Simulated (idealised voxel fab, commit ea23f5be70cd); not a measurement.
process module | voxel transistor to metal
cross-section cut | 295 nm wide | cells 5 nm
A cross-section is a grid of square cells, given in bands from the top down. A band is one or more rows of cells.
Each band's line starts with the height of the band's top and of its bottom, in nm. Then come its materials from left to right, each with its width in nm. One material with "throughout" fills the band from edge to edge. "air" is empty space.
Height 0 is the level under which the wafer as received is all one material. The lowest band goes on downwards, as in "0 down".
A width such as "30 to 40" changes by the same amount from each row of cells to the next, from the band's top row to its bottom row.
"no change" after a step means that no cell of the cross-section changed.
closed voids: empty space of 8 cells or more with no open way to the top, each as width x height at its distance from the left edge, in nm
after a step's settings: what the simulator itself notes on the step
overlay nm, on a step with a mask: how far to the right of its planned place the mask lay; to the left if negative
plan
1 op RECEIVE | material Si
2 op CONFORMAL_DEP | material SiO2 | thk nm 5
3 op CONFORMAL_DEP | material SiN | thk nm 10
4 op MASKED_ETCH | tone cover | mask id ACTIVE | width nm 110 | pitch nm 140 | etch materials SiN | depth nm 10 | overlay nm 0
5 op MASKED_ETCH | tone cover | mask id ACTIVE | width nm 110 | pitch nm 140 | etch materials SiO2 | depth nm 5 | overlay nm 0
6 op MASKED_ETCH | tone cover | mask id ACTIVE | width nm 110 | pitch nm 140 | etch materials Si | depth nm 20 | overlay nm 0
7 op FILL_DEP | material SiO2 | thk nm 5
8 op CMP | height nm 15
9 op SELECTIVE_ETCH | etch materials SiO2 | depth nm 5
10 op STRIP | etch materials SiN
11 op SELECTIVE_ETCH | etch materials SiO2 | depth nm 5
12 op OXIDIZE | depth nm 5
13 op DIRECTIONAL_DEP | material polySi | thk nm 30
14 op DIRECTIONAL_DEP | material SiCN | thk nm 10
15 op MASKED_ETCH | tone cover | mask id GATE | width nm 20 | pitch nm 140 | etch materials SiCN | depth nm 20 | overlay nm 0
16 op MASKED_ETCH | tone cover | mask id GATE | width nm 20 | pitch nm 140 | etch materials polySi | depth nm 40 | overlay nm 0
17 op CONFORMAL_DEP | material SiO2 | thk nm 5
18 op DIRECTIONAL_ETCH | etch materials SiO2 | depth nm 5
19 op CONFORMAL_DEP | material SiN | thk nm 10
20 op DIRECTIONAL_ETCH | etch materials SiN | depth nm 10
21 op DIRECTIONAL_ETCH | etch materials SiO2 | depth nm 5
22 op DIRECTIONAL_ETCH | etch materials Si | depth nm 15
23 op EPI | material pSi | thk nm 15
24 op FILL_DEP | material SiO2 | thk nm 10
25 op CMP | height nm 40
26 op DIRECTIONAL_DEP | material SiO2 | thk nm 15
27 op PATTERN | tone open | mask id CONTACT | material resist | width nm 20 | thk nm 20 | overlay nm 0
28 op DIRECTIONAL_ETCH | etch materials SiO2 | depth nm 45
29 op STRIP | etch materials resist
30 op CONFORMAL_DEP | material TiN | thk nm 5
31 op FILL_DEP | material Ru | thk nm 5
32 op CMP | height nm 55
33 op CONFORMAL_DEP | material SiCN | thk nm 5
34 op DIRECTIONAL_DEP | material SiO2 | thk nm 20
35 op DIRECTIONAL_DEP | material aC | thk nm 10
36 op PATTERN | tone open | mask id METAL_1 | material resist | width nm 20 | thk nm 30 | overlay nm 0
37 op DIRECTIONAL_ETCH | etch materials aC | depth nm 10
38 op STRIP | etch materials resist
39 op DIRECTIONAL_ETCH | etch materials SiO2 | depth nm 20
40 op DIRECTIONAL_ETCH | etch materials SiCN | depth nm 5
41 op STRIP | etch materials aC
42 op CONFORMAL_DEP | material TiN | thk nm 5
43 op FILL_DEP | material Cu | thk nm 5
44 op CMP | height nm 80
45 op CONFORMAL_DEP | material SiCN | thk nm 5
first wafer, as planned
as received, after step 1
  0 down: Si throughout
  closed voids: none
after step 2
  5 to 0: SiO2 throughout
  below 0: unchanged
after step 3
  15 to 5: SiN throughout
  below 5: unchanged
after step 4
  15 to 5: air 20 | SiN 110 | air 30 | SiN 110 | air 25
  below 5: unchanged
after step 5
  15 to 5: air 20 | SiN 110 | air 30 | SiN 110 | air 25
  5 to 0: air 20 | SiO2 110 | air 30 | SiO2 110 | air 25
  below 0: unchanged
after step 6
  15 to 5: air 20 | SiN 110 | air 30 | SiN 110 | air 25
  5 to 0: air 20 | SiO2 110 | air 30 | SiO2 110 | air 25
  0 to -20: air 20 | Si 110 | air 30 | Si 110 | air 25
  below -20: unchanged
after step 7
  20 to 15: SiO2 throughout
  15 to 5: SiO2 20 | SiN 110 | SiO2 30 | SiN 110 | SiO2 25
  5 to 0: SiO2 throughout
  0 to -20: SiO2 20 | Si 110 | SiO2 30 | Si 110 | SiO2 25
  below -20: unchanged
after step 8
  15 to 5: SiO2 20 | SiN 110 | SiO2 30 | SiN 110 | SiO2 25
  below 5: unchanged
after step 9
  15 to 10: air 20 | SiN 110 | air 30 | SiN 110 | air 25
  below 10: unchanged
after step 10
  10 to 5: SiO2 20 | air 110 | SiO2 30 | air 110 | SiO2 25
  below 5: unchanged
after step 11
  5 to 0: SiO2 15 | air 120 | SiO2 20 | air 120 | SiO2 20
  below 0: unchanged
after step 12
  5 to 0: SiO2 15 | air 120 | SiO2 20 | air 120 | SiO2 20
  0 to -5: SiO2 throughout
  below -5: unchanged
after step 13
  35 to 30: polySi 15 | air 120 | polySi 20 | air 120 | polySi 20
  30 to 5: polySi throughout
  5 to 0: SiO2 15 | polySi 120 | SiO2 20 | polySi 120 | SiO2 20
  below 0: unchanged
after step 14
  45 to 40: SiCN 15 | air 120 | SiCN 20 | air 120 | SiCN 20
  40 to 35: SiCN throughout
  35 to 30: polySi 15 | SiCN 120 | polySi 20 | SiCN 120 | polySi 20
  below 30: unchanged
after step 15
  40 to 35: air 65 | SiCN 20 | air 120 | SiCN 20 | air 70
  35 to 30: polySi 15 | air 50 | SiCN 20 | air 50 | polySi 20 | air 50 | SiCN 20 | air 50 | polySi 20
  below 30: unchanged
after step 16
  40 to 30: air 65 | SiCN 20 | air 120 | SiCN 20 | air 70
  30 to 5: air 65 | polySi 20 | air 120 | polySi 20 | air 70
  5 to 0: SiO2 15 | air 50 | polySi 20 | air 50 | SiO2 20 | air 50 | polySi 20 | air 50 | SiO2 20
  below 0: unchanged
after step 17
  45 to 40: air 60 | SiO2 30 | air 110 | SiO2 30 | air 65
  40 to 30: air 60 | SiO2 5 | SiCN 20 | SiO2 5 | air 110 | SiO2 5 | SiCN 20 | SiO2 5 | air 65
  30 to 10: air 60 | SiO2 5 | polySi 20 | SiO2 5 | air 110 | SiO2 5 | polySi 20 | SiO2 5 | air 65
  10 to 5: SiO2 20 | air 40 | SiO2 5 | polySi 20 | SiO2 5 | air 40 | SiO2 30 | air 40 | SiO2 5 | polySi 20 | SiO2 5 | air 40 | SiO2 25
  5 to 0: SiO2 65 | polySi 20 | SiO2 120 | polySi 20 | SiO2 70
  below 0: unchanged
after step 18
  40 to 30: air 60 | SiO2 5 | SiCN 20 | SiO2 5 | air 110 | SiO2 5 | SiCN 20 | SiO2 5 | air 65
  30 to 5: air 60 | SiO2 5 | polySi 20 | SiO2 5 | air 110 | SiO2 5 | polySi 20 | SiO2 5 | air 65
  5 to 0: SiO2 20 | air 40 | SiO2 5 | polySi 20 | SiO2 5 | air 40 | SiO2 30 | air 40 | SiO2 5 | polySi 20 | SiO2 5 | air 40 | SiO2 25
  below 0: unchanged
after step 19
  50 to 40: air 50 | SiN 50 | air 90 | SiN 50 | air 55
  40 to 30: air 50 | SiN 10 | SiO2 5 | SiCN 20 | SiO2 5 | SiN 10 | air 90 | SiN 10 | SiO2 5 | SiCN 20 | SiO2 5 | SiN 10 | air 55
  30 to 15: air 50 | SiN 10 | SiO2 5 | polySi 20 | SiO2 5 | SiN 10 | air 90 | SiN 10 | SiO2 5 | polySi 20 | SiO2 5 | SiN 10 | air 55
  15 to 10: SiN 30 | air 20 | SiN 10 | SiO2 5 | polySi 20 | SiO2 5 | SiN 10 | air 20 | SiN 50 | air 20 | SiN 10 | SiO2 5 | polySi 20 | SiO2 5 | SiN 10 | air 20 | SiN 35
  10 to 5: SiN 60 | SiO2 5 | polySi 20 | SiO2 5 | SiN 110 | SiO2 5 | polySi 20 | SiO2 5 | SiN 65
  5 to 0: SiO2 20 | SiN 40 | SiO2 5 | polySi 20 | SiO2 5 | SiN 40 | SiO2 30 | SiN 40 | SiO2 5 | polySi 20 | SiO2 5 | SiN 40 | SiO2 25
  below 0: unchanged
after step 20
  40 to 30: air 50 | SiN 10 | SiO2 5 | SiCN 20 | SiO2 5 | SiN 10 | air 90 | SiN 10 | SiO2 5 | SiCN 20 | SiO2 5 | SiN 10 | air 55
  30 to 5: air 50 | SiN 10 | SiO2 5 | polySi 20 | SiO2 5 | SiN 10 | air 90 | SiN 10 | SiO2 5 | polySi 20 | SiO2 5 | SiN 10 | air 55
  5 to 0: SiO2 20 | SiN 10 | air 20 | SiN 10 | SiO2 5 | polySi 20 | SiO2 5 | SiN 10 | air 20 | SiN 10 | SiO2 30 | SiN 10 | air 20 | SiN 10 | SiO2 5 | polySi 20 | SiO2 5 | SiN 10 | air 20 | SiN 10 | SiO2 25
  below 0: unchanged
after step 21
  40 to 35: air 50 | SiN 10 | air 5 | SiCN 20 | air 5 | SiN 10 | air 90 | SiN 10 | air 5 | SiCN 20 | air 5 | SiN 10 | air 55
  35 to 30: air 50 | SiN 10 | SiO2 5 | SiCN 20 | SiO2 5 | SiN 10 | air 90 | SiN 10 | SiO2 5 | SiCN 20 | SiO2 5 | SiN 10 | air 55
  30 to 5: air 50 | SiN 10 | SiO2 5 | polySi 20 | SiO2 5 | SiN 10 | air 90 | SiN 10 | SiO2 5 | polySi 20 | SiO2 5 | SiN 10 | air 55
  5 to 0: air 20 | SiN 10 | air 20 | SiN 10 | SiO2 5 | polySi 20 | SiO2 5 | SiN 10 | air 20 | SiN 10 | air 30 | SiN 10 | air 20 | SiN 10 | SiO2 5 | polySi 20 | SiO2 5 | SiN 10 | air 20 | SiN 10 | air 25
  0 to -5: SiO2 30 | air 20 | SiO2 50 | air 20 | SiO2 50 | air 20 | SiO2 50 | air 20 | SiO2 35
  below -5: unchanged
after step 22
  40 to 35: air 50 | SiN 10 | air 5 | SiCN 20 | air 5 | SiN 10 | air 90 | SiN 10 | air 5 | SiCN 20 | air 5 | SiN 10 | air 55
  35 to 30: air 50 | SiN 10 | SiO2 5 | SiCN 20 | SiO2 5 | SiN 10 | air 90 | SiN 10 | SiO2 5 | SiCN 20 | SiO2 5 | SiN 10 | air 55
  30 to 5: air 50 | SiN 10 | SiO2 5 | polySi 20 | SiO2 5 | SiN 10 | air 90 | SiN 10 | SiO2 5 | polySi 20 | SiO2 5 | SiN 10 | air 55
  5 to 0: air 20 | SiN 10 | air 20 | SiN 10 | SiO2 5 | polySi 20 | SiO2 5 | SiN 10 | air 20 | SiN 10 | air 30 | SiN 10 | air 20 | SiN 10 | SiO2 5 | polySi 20 | SiO2 5 | SiN 10 | air 20 | SiN 10 | air 25
  0 to -5: SiO2 30 | air 20 | SiO2 50 | air 20 | SiO2 50 | air 20 | SiO2 50 | air 20 | SiO2 35
  -5 to -20: SiO2 20 | Si 10 | air 20 | Si 50 | air 20 | Si 10 | SiO2 30 | Si 10 | air 20 | Si 50 | air 20 | Si 10 | SiO2 25
  below -20: unchanged
after step 23
  40 to 35: air 50 | SiN 10 | air 5 | SiCN 20 | air 5 | SiN 10 | air 90 | SiN 10 | air 5 | SiCN 20 | air 5 | SiN 10 | air 55
  35 to 30: air 50 | SiN 10 | SiO2 5 | SiCN 20 | SiO2 5 | SiN 10 | air 90 | SiN 10 | SiO2 5 | SiCN 20 | SiO2 5 | SiN 10 | air 55
  30 to 10: air 50 | SiN 10 | SiO2 5 | polySi 20 | SiO2 5 | SiN 10 | air 90 | SiN 10 | SiO2 5 | polySi 20 | SiO2 5 | SiN 10 | air 55
  10 to 5: air 25 | pSi 25 | SiN 10 | SiO2 5 | polySi 20 | SiO2 5 | SiN 10 | pSi 25 | air 40 | pSi 25 | SiN 10 | SiO2 5 | polySi 20 | SiO2 5 | SiN 10 | pSi 25 | air 30
  5 to 0: air 20 | SiN 10 | pSi 20 | SiN 10 | SiO2 5 | polySi 20 | SiO2 5 | SiN 10 | pSi 20 | SiN 10 | air 30 | SiN 10 | pSi 20 | SiN 10 | SiO2 5 | polySi 20 | SiO2 5 | SiN 10 | pSi 20 | SiN 10 | air 25
  0 to -5: SiO2 30 | pSi 20 | SiO2 50 | pSi 20 | SiO2 50 | pSi 20 | SiO2 50 | pSi 20 | SiO2 35
  -5 to -20: SiO2 20 | Si 10 | pSi 20 | Si 50 | pSi 20 | Si 10 | SiO2 30 | Si 10 | pSi 20 | Si 50 | pSi 20 | Si 10 | SiO2 25
  below -20: unchanged
after step 24
  50 to 40: SiO2 throughout
  40 to 30: SiO2 50 | SiN 10 | SiO2 5 | SiCN 20 | SiO2 5 | SiN 10 | SiO2 90 | SiN 10 | SiO2 5 | SiCN 20 | SiO2 5 | SiN 10 | SiO2 55
  30 to 10: SiO2 50 | SiN 10 | SiO2 5 | polySi 20 | SiO2 5 | SiN 10 | SiO2 90 | SiN 10 | SiO2 5 | polySi 20 | SiO2 5 | SiN 10 | SiO2 55
  10 to 5: SiO2 25 | pSi 25 | SiN 10 | SiO2 5 | polySi 20 | SiO2 5 | SiN 10 | pSi 25 | SiO2 40 | pSi 25 | SiN 10 | SiO2 5 | polySi 20 | SiO2 5 | SiN 10 | pSi 25 | SiO2 30
  5 to 0: SiO2 20 | SiN 10 | pSi 20 | SiN 10 | SiO2 5 | polySi 20 | SiO2 5 | SiN 10 | pSi 20 | SiN 10 | SiO2 30 | SiN 10 | pSi 20 | SiN 10 | SiO2 5 | polySi 20 | SiO2 5 | SiN 10 | pSi 20 | SiN 10 | SiO2 25
  below 0: unchanged
after step 25
  40 to 30: SiO2 50 | SiN 10 | SiO2 5 | SiCN 20 | SiO2 5 | SiN 10 | SiO2 90 | SiN 10 | SiO2 5 | SiCN 20 | SiO2 5 | SiN 10 | SiO2 55
  below 30: unchanged
after step 26
  55 to 40: SiO2 throughout
  below 40: unchanged
after step 27
  75 to 55: resist 25 | air 20 | resist 60 | air 20 | resist 40 | air 20 | resist 60 | air 20 | resist 30
  below 55: unchanged
after step 28
  75 to 55: resist 25 | air 20 | resist 60 | air 20 | resist 40 | air 20 | resist 60 | air 20 | resist 30
  55 to 40: SiO2 25 | air 20 | SiO2 60 | air 20 | SiO2 40 | air 20 | SiO2 60 | air 20 | SiO2 30
  40 to 30: SiO2 25 | air 20 | SiO2 5 | SiN 10 | SiO2 5 | SiCN 20 | SiO2 5 | SiN 10 | SiO2 5 | air 20 | SiO2 40 | air 20 | SiO2 5 | SiN 10 | SiO2 5 | SiCN 20 | SiO2 5 | SiN 10 | SiO2 5 | air 20 | SiO2 30
  30 to 10: SiO2 25 | air 20 | SiO2 5 | SiN 10 | SiO2 5 | polySi 20 | SiO2 5 | SiN 10 | SiO2 5 | air 20 | SiO2 40 | air 20 | SiO2 5 | SiN 10 | SiO2 5 | polySi 20 | SiO2 5 | SiN 10 | SiO2 5 | air 20 | SiO2 30
  below 10: unchanged
after step 29
  55 to 40: SiO2 25 | air 20 | SiO2 60 | air 20 | SiO2 40 | air 20 | SiO2 60 | air 20 | SiO2 30
  below 40: unchanged
after step 30
  60 to 55: TiN 30 | air 10 | TiN 70 | air 10 | TiN 50 | air 10 | TiN 70 | air 10 | TiN 35
  55 to 40: SiO2 25 | TiN 5 | air 10 | TiN 5 | SiO2 60 | TiN 5 | air 10 | TiN 5 | SiO2 40 | TiN 5 | air 10 | TiN 5 | SiO2 60 | TiN 5 | air 10 | TiN 5 | SiO2 30
  40 to 30: SiO2 25 | TiN 5 | air 10 | TiN 5 | SiO2 5 | SiN 10 | SiO2 5 | SiCN 20 | SiO2 5 | SiN 10 | SiO2 5 | TiN 5 | air 10 | TiN 5 | SiO2 40 | TiN 5 | air 10 | TiN 5 | SiO2 5 | SiN 10 | SiO2 5 | SiCN 20 | SiO2 5 | SiN 10 | SiO2 5 | TiN 5 | air 10 | TiN 5 | SiO2 30
  30 to 15: SiO2 25 | TiN 5 | air 10 | TiN 5 | SiO2 5 | SiN 10 | SiO2 5 | polySi 20 | SiO2 5 | SiN 10 | SiO2 5 | TiN 5 | air 10 | TiN 5 | SiO2 40 | TiN 5 | air 10 | TiN 5 | SiO2 5 | SiN 10 | SiO2 5 | polySi 20 | SiO2 5 | SiN 10 | SiO2 5 | TiN 5 | air 10 | TiN 5 | SiO2 30
  15 to 10: SiO2 25 | TiN 20 | SiO2 5 | SiN 10 | SiO2 5 | polySi 20 | SiO2 5 | SiN 10 | SiO2 5 | TiN 20 | SiO2 40 | TiN 20 | SiO2 5 | SiN 10 | SiO2 5 | polySi 20 | SiO2 5 | SiN 10 | SiO2 5 | TiN 20 | SiO2 30
  below 10: unchanged
after step 31
  65 to 60: Ru throughout
  60 to 55: TiN 30 | Ru 10 | TiN 70 | Ru 10 | TiN 50 | Ru 10 | TiN 70 | Ru 10 | TiN 35
  55 to 40: SiO2 25 | TiN 5 | Ru 10 | TiN 5 | SiO2 60 | TiN 5 | Ru 10 | TiN 5 | SiO2 40 | TiN 5 | Ru 10 | TiN 5 | SiO2 60 | TiN 5 | Ru 10 | TiN 5 | SiO2 30
  40 to 30: SiO2 25 | TiN 5 | Ru 10 | TiN 5 | SiO2 5 | SiN 10 | SiO2 5 | SiCN 20 | SiO2 5 | SiN 10 | SiO2 5 | TiN 5 | Ru 10 | TiN 5 | SiO2 40 | TiN 5 | Ru 10 | TiN 5 | SiO2 5 | SiN 10 | SiO2 5 | SiCN 20 | SiO2 5 | SiN 10 | SiO2 5 | TiN 5 | Ru 10 | TiN 5 | SiO2 30
  30 to 15: SiO2 25 | TiN 5 | Ru 10 | TiN 5 | SiO2 5 | SiN 10 | SiO2 5 | polySi 20 | SiO2 5 | SiN 10 | SiO2 5 | TiN 5 | Ru 10 | TiN 5 | SiO2 40 | TiN 5 | Ru 10 | TiN 5 | SiO2 5 | SiN 10 | SiO2 5 | polySi 20 | SiO2 5 | SiN 10 | SiO2 5 | TiN 5 | Ru 10 | TiN 5 | SiO2 30
  below 15: unchanged
after step 32
  55 to 40: SiO2 25 | TiN 5 | Ru 10 | TiN 5 | SiO2 60 | TiN 5 | Ru 10 | TiN 5 | SiO2 40 | TiN 5 | Ru 10 | TiN 5 | SiO2 60 | TiN 5 | Ru 10 | TiN 5 | SiO2 30
  below 40: unchanged
after step 33
  60 to 55: SiCN throughout
  below 55: unchanged
after step 34
  80 to 60: SiO2 throughout
  below 60: unchanged
after step 35
  90 to 80: aC throughout
  below 80: unchanged
after step 36
  120 to 90: resist 25 | air 20 | resist 60 | air 20 | resist 40 | air 20 | resist 60 | air 20 | resist 30
  below 90: unchanged
after step 37
  110 to 90: resist 25 | air 20 | resist 60 | air 20 | resist 40 | air 20 | resist 60 | air 20 | resist 30
  90 to 80: aC 25 | air 20 | aC 60 | air 20 | aC 40 | air 20 | aC 60 | air 20 | aC 30
  below 80: unchanged
after step 38
  90 to 80: aC 25 | air 20 | aC 60 | air 20 | aC 40 | air 20 | aC 60 | air 20 | aC 30
  below 80: unchanged
after step 39
  90 to 80: aC 25 | air 20 | aC 60 | air 20 | aC 40 | air 20 | aC 60 | air 20 | aC 30
  80 to 60: SiO2 25 | air 20 | SiO2 60 | air 20 | SiO2 40 | air 20 | SiO2 60 | air 20 | SiO2 30
  below 60: unchanged
after step 40
  90 to 80: aC 25 | air 20 | aC 60 | air 20 | aC 40 | air 20 | aC 60 | air 20 | aC 30
  80 to 60: SiO2 25 | air 20 | SiO2 60 | air 20 | SiO2 40 | air 20 | SiO2 60 | air 20 | SiO2 30
  60 to 55: SiCN 25 | air 20 | SiCN 60 | air 20 | SiCN 40 | air 20 | SiCN 60 | air 20 | SiCN 30
  below 55: unchanged
after step 41
  80 to 60: SiO2 25 | air 20 | SiO2 60 | air 20 | SiO2 40 | air 20 | SiO2 60 | air 20 | SiO2 30
  below 60: unchanged
after step 42
  85 to 80: TiN 30 | air 10 | TiN 70 | air 10 | TiN 50 | air 10 | TiN 70 | air 10 | TiN 35
  80 to 60: SiO2 25 | TiN 5 | air 10 | TiN 5 | SiO2 60 | TiN 5 | air 10 | TiN 5 | SiO2 40 | TiN 5 | air 10 | TiN 5 | SiO2 60 | TiN 5 | air 10 | TiN 5 | SiO2 30
  60 to 55: SiCN 25 | TiN 20 | SiCN 60 | TiN 20 | SiCN 40 | TiN 20 | SiCN 60 | TiN 20 | SiCN 30
  below 55: unchanged
after step 43
  90 to 85: Cu throughout
  85 to 80: TiN 30 | Cu 10 | TiN 70 | Cu 10 | TiN 50 | Cu 10 | TiN 70 | Cu 10 | TiN 35
  80 to 60: SiO2 25 | TiN 5 | Cu 10 | TiN 5 | SiO2 60 | TiN 5 | Cu 10 | TiN 5 | SiO2 40 | TiN 5 | Cu 10 | TiN 5 | SiO2 60 | TiN 5 | Cu 10 | TiN 5 | SiO2 30
  below 60: unchanged
after step 44
  80 to 60: SiO2 25 | TiN 5 | Cu 10 | TiN 5 | SiO2 60 | TiN 5 | Cu 10 | TiN 5 | SiO2 40 | TiN 5 | Cu 10 | TiN 5 | SiO2 60 | TiN 5 | Cu 10 | TiN 5 | SiO2 30
  below 60: unchanged
after step 45
  85 to 80: SiCN throughout
  below 80: unchanged
second wafer: like start, like plan, one mistake. Through step 14 it matches the first wafer
when step 15 should have ended
  45 to 35: SiCN 15 to 65 | air 120 to 20 | SiCN 20 to 120 | air 120 to 20 | SiCN 20 to 70
  35 to 30: polySi 15 | SiCN 50 | air 20 | SiCN 50 | polySi 20 | SiCN 50 | air 20 | SiCN 50 | polySi 20
  below 30: unchanged
when step 16 should have ended: no change
when step 17 should have ended
  50 to 45: SiO2 20 | air 110 | SiO2 30 | air 110 | SiO2 25
  45 to 35: SiCN 15 to 65 | SiO2 55 to 5 | air 10 | SiO2 55 to 5 | SiCN 20 to 120 | SiO2 55 to 5 | air 10 | SiO2 55 to 5 | SiCN 20 to 70
  35 to 30: polySi 15 | SiCN 50 | SiO2 20 | SiCN 50 | polySi 20 | SiCN 50 | SiO2 20 | SiCN 50 | polySi 20
  below 30: unchanged
when step 18 should have ended
  45 to 35: SiCN 15 to 65 | SiO2 5 | air 110 to 10 | SiO2 5 | SiCN 20 to 120 | SiO2 5 | air 110 to 10 | SiO2 5 | SiCN 20 to 70
  35 to 30: polySi 15 | SiCN 50 | SiO2 5 | air 10 | SiO2 5 | SiCN 50 | polySi 20 | SiCN 50 | SiO2 5 | air 10 | SiO2 5 | SiCN 50 | polySi 20
  below 30: unchanged
when step 19 should have ended
  55 to 50: SiN 30 | air 90 | SiN 50 | air 90 | SiN 35
  50 to 45: SiN throughout
  45 to 35: SiCN 15 to 65 | SiO2 5 | SiN 110 to 10 | SiO2 5 | SiCN 20 to 120 | SiO2 5 | SiN 110 to 10 | SiO2 5 | SiCN 20 to 70
  35 to 30: polySi 15 | SiCN 50 | SiO2 5 | SiN 10 | SiO2 5 | SiCN 50 | polySi 20 | SiCN 50 | SiO2 5 | SiN 10 | SiO2 5 | SiCN 50 | polySi 20
  below 30: unchanged
when step 20 should have ended
  45 to 40: SiCN 15 | SiO2 5 | SiN 10 | air 90 | SiN 10 | SiO2 5 | SiCN 20 | SiO2 5 | SiN 10 | air 90 | SiN 10 | SiO2 5 | SiCN 20
  below 40: unchanged
when step 21 should have ended
  45 to 40: SiCN 15 | air 5 | SiN 10 | air 90 | SiN 10 | air 5 | SiCN 20 | air 5 | SiN 10 | air 90 | SiN 10 | air 5 | SiCN 20
  40 to 35: SiCN 65 | air 5 | SiN 10 | air 5 | SiCN 120 | air 5 | SiN 10 | air 5 | SiCN 70
  below 35: unchanged
when step 22 should have ended: no change
when step 23 should have ended: no change
when step 24 should have ended
  55 to 45: SiO2 throughout
  45 to 40: SiCN 15 | SiO2 5 | SiN 10 | SiO2 90 | SiN 10 | SiO2 5 | SiCN 20 | SiO2 5 | SiN 10 | SiO2 90 | SiN 10 | SiO2 5 | SiCN 20
  40 to 35: SiCN 65 | SiO2 5 | SiN 10 | SiO2 5 | SiCN 120 | SiO2 5 | SiN 10 | SiO2 5 | SiCN 70
  below 35: unchanged
when step 25 should have ended
  40 to 35: SiCN 65 | SiO2 5 | SiN 10 | SiO2 5 | SiCN 120 | SiO2 5 | SiN 10 | SiO2 5 | SiCN 70
  below 35: unchanged
when step 26 should have ended
  55 to 40: SiO2 throughout
  below 40: unchanged
when step 27 should have ended
  75 to 55: resist 25 | air 20 | resist 60 | air 20 | resist 40 | air 20 | resist 60 | air 20 | resist 30
  below 55: unchanged
when step 28 should have ended
  75 to 55: resist 25 | air 20 | resist 60 | air 20 | resist 40 | air 20 | resist 60 | air 20 | resist 30
  55 to 40: SiO2 25 | air 20 | SiO2 60 | air 20 | SiO2 40 | air 20 | SiO2 60 | air 20 | SiO2 30
  below 40: unchanged
when step 29 should have ended
  55 to 40: SiO2 25 | air 20 | SiO2 60 | air 20 | SiO2 40 | air 20 | SiO2 60 | air 20 | SiO2 30
  below 40: unchanged
when step 30 should have ended
  60 to 55: TiN 30 | air 10 | TiN 70 | air 10 | TiN 50 | air 10 | TiN 70 | air 10 | TiN 35
  55 to 45: SiO2 25 | TiN 5 | air 10 | TiN 5 | SiO2 60 | TiN 5 | air 10 | TiN 5 | SiO2 40 | TiN 5 | air 10 | TiN 5 | SiO2 60 | TiN 5 | air 10 | TiN 5 | SiO2 30
  45 to 40: SiO2 25 | TiN 20 | SiO2 60 | TiN 20 | SiO2 40 | TiN 20 | SiO2 60 | TiN 20 | SiO2 30
  below 40: unchanged
when step 31 should have ended
  65 to 60: Ru throughout
  60 to 55: TiN 30 | Ru 10 | TiN 70 | Ru 10 | TiN 50 | Ru 10 | TiN 70 | Ru 10 | TiN 35
  55 to 45: SiO2 25 | TiN 5 | Ru 10 | TiN 5 | SiO2 60 | TiN 5 | Ru 10 | TiN 5 | SiO2 40 | TiN 5 | Ru 10 | TiN 5 | SiO2 60 | TiN 5 | Ru 10 | TiN 5 | SiO2 30
  below 45: unchanged
when step 32 should have ended
  55 to 45: SiO2 25 | TiN 5 | Ru 10 | TiN 5 | SiO2 60 | TiN 5 | Ru 10 | TiN 5 | SiO2 40 | TiN 5 | Ru 10 | TiN 5 | SiO2 60 | TiN 5 | Ru 10 | TiN 5 | SiO2 30
  below 45: unchanged
when step 33 should have ended
  60 to 55: SiCN throughout
  below 55: unchanged
when step 34 should have ended
  80 to 60: SiO2 throughout
  below 60: unchanged
when step 35 should have ended
  90 to 80: aC throughout
  below 80: unchanged
when step 36 should have ended
  120 to 90: resist 25 | air 20 | resist 60 | air 20 | resist 40 | air 20 | resist 60 | air 20 | resist 30
  below 90: unchanged
when step 37 should have ended
  110 to 90: resist 25 | air 20 | resist 60 | air 20 | resist 40 | air 20 | resist 60 | air 20 | resist 30
  90 to 80: aC 25 | air 20 | aC 60 | air 20 | aC 40 | air 20 | aC 60 | air 20 | aC 30
  below 80: unchanged
when step 38 should have ended
  90 to 80: aC 25 | air 20 | aC 60 | air 20 | aC 40 | air 20 | aC 60 | air 20 | aC 30
  below 80: unchanged
when step 39 should have ended
  90 to 80: aC 25 | air 20 | aC 60 | air 20 | aC 40 | air 20 | aC 60 | air 20 | aC 30
  80 to 60: SiO2 25 | air 20 | SiO2 60 | air 20 | SiO2 40 | air 20 | SiO2 60 | air 20 | SiO2 30
  below 60: unchanged
when step 40 should have ended
  90 to 80: aC 25 | air 20 | aC 60 | air 20 | aC 40 | air 20 | aC 60 | air 20 | aC 30
  80 to 60: SiO2 25 | air 20 | SiO2 60 | air 20 | SiO2 40 | air 20 | SiO2 60 | air 20 | SiO2 30
  60 to 55: SiCN 25 | air 20 | SiCN 60 | air 20 | SiCN 40 | air 20 | SiCN 60 | air 20 | SiCN 30
  below 55: unchanged
when step 41 should have ended
  80 to 60: SiO2 25 | air 20 | SiO2 60 | air 20 | SiO2 40 | air 20 | SiO2 60 | air 20 | SiO2 30
  below 60: unchanged
when step 42 should have ended
  85 to 80: TiN 30 | air 10 | TiN 70 | air 10 | TiN 50 | air 10 | TiN 70 | air 10 | TiN 35
  80 to 60: SiO2 25 | TiN 5 | air 10 | TiN 5 | SiO2 60 | TiN 5 | air 10 | TiN 5 | SiO2 40 | TiN 5 | air 10 | TiN 5 | SiO2 60 | TiN 5 | air 10 | TiN 5 | SiO2 30
  60 to 55: SiCN 25 | TiN 20 | SiCN 60 | TiN 20 | SiCN 40 | TiN 20 | SiCN 60 | TiN 20 | SiCN 30
  below 55: unchanged
when step 43 should have ended
  90 to 85: Cu throughout
  85 to 80: TiN 30 | Cu 10 | TiN 70 | Cu 10 | TiN 50 | Cu 10 | TiN 70 | Cu 10 | TiN 35
  80 to 60: SiO2 25 | TiN 5 | Cu 10 | TiN 5 | SiO2 60 | TiN 5 | Cu 10 | TiN 5 | SiO2 40 | TiN 5 | Cu 10 | TiN 5 | SiO2 60 | TiN 5 | Cu 10 | TiN 5 | SiO2 30
  below 60: unchanged
when step 44 should have ended
  80 to 60: SiO2 25 | TiN 5 | Cu 10 | TiN 5 | SiO2 60 | TiN 5 | Cu 10 | TiN 5 | SiO2 40 | TiN 5 | Cu 10 | TiN 5 | SiO2 60 | TiN 5 | Cu 10 | TiN 5 | SiO2 30
  below 60: unchanged
when step 45 should have ended
  85 to 80: SiCN throughout
  below 80: unchanged
what went wrong: step 15 ran as: op MASKED_ETCH | tone open | mask id GATE | width nm 20 | pitch nm 140 | etch materials SiCN | depth nm 20 | overlay nm 0
at the end the second wafer has, in cells: 48 fewer of Ru | 48 more of Si | 75 more of SiCN | 64 fewer of SiN | 169 fewer of SiO2 | 48 fewer of TiN | 100 fewer of pSi | 306 more of polySi
